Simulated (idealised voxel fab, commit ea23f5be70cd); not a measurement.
Documented hereafter: the process module known as voxel spacer lines.
This is section cut - it's 185 nm across, gridded in 5 nm square cells.
If you're reading a cross-section in this doc, picture square cells in a grid; it comes to you as bands, top ones listed first down to the bottom, and a band can be one or more rows of cells.
Top height, bottom height, nm. Materials left to right, width each, nm. Single material + "full width" = fills band edge to edge. "air" = empty.
Where do heights start? At 0: under that level the wafer as delivered is made of one material only. And the lowest band has no floor; it just carries on downward, as in "0 and below".
Quick explanation for "30->40": the width changes in equal steps down the rows of cells, from the first number in the band's top row to the second number in its bottom row.
"no modification" -> step changed no cross-section cell.
Closed-off voids of 8+ cells (no open route to the top) go in "Voids lacking openings", written width x height at distance from the left edge, in nm.
That trailing text on a step's line, after the settings, is the simulator's own remark on the step.
What "overlay nm" on a step's line means: if the step has a mask, that mask lay this far to the right of its planned place, or, when the value is negative, to the left.

## Planned process steps
1) RECEIVE | material Si
2) CONFORMAL_DEP | material Al2O3 | thk nm 5
3) DIRECTIONAL_DEP | material SiN | thk nm 10
4) DIRECTIONAL_DEP | material aC | thk nm 25
5) PATTERN | tone cover | mask id MANDREL | material resist | width nm 25 | pitch nm 70 | thk nm 30 | overlay nm 0
6) DIRECTIONAL_ETCH | etch materials aC | depth nm 25
7) STRIP | etch materials resist
8) CONFORMAL_DEP | material SiO2 | thk nm 10
9) DIRECTIONAL_ETCH | etch materials SiO2 | depth nm 10
10) STRIP | etch materials aC
11) DIRECTIONAL_ETCH | etch materials SiN | depth nm 10
12) STRIP | etch materials SiO2
13) FILL_DEP | material lowk | thk nm 5
14) CMP | height nm 15

## So this is the incoming wafer in cross-section - it's already been through step 1
	0 and below  Si full width
	Voids lacking openings: none

## First of two wafers at the end of the module, shown in cross-section; run carried out as planned
	15 down to 5  lowk 35  SiN 10  lowk 25  SiN 10  lowk 25  SiN 10  lowk 25  SiN 10  lowk 35
	5 down to 0  Al2O3 full width
	0 and below  Si full width
	Voids lacking openings: none

## Cross-section, second wafer: same start as the first, same plan as the first, one mistake in running it; taken at the end of the module
	15 down to 5  lowk 45  SiN 10  lowk 25  SiN 10  lowk 25  SiN 10  lowk 25  SiN 10  lowk 25
	5 down to 0  Al2O3 full width
	0 and below  Si full width
	Voids lacking openings: none
Which mistake was made when the wafer was run? note that step 5 departed from the planned setting and was carried out as PATTERN | tone cover | mask id MANDREL | material resist | width nm 25 | pitch nm 70 | thk nm 30 | overlay nm 10
Heads up: at the end the two wafers have identical cell counts per material, they're just laid out differently.
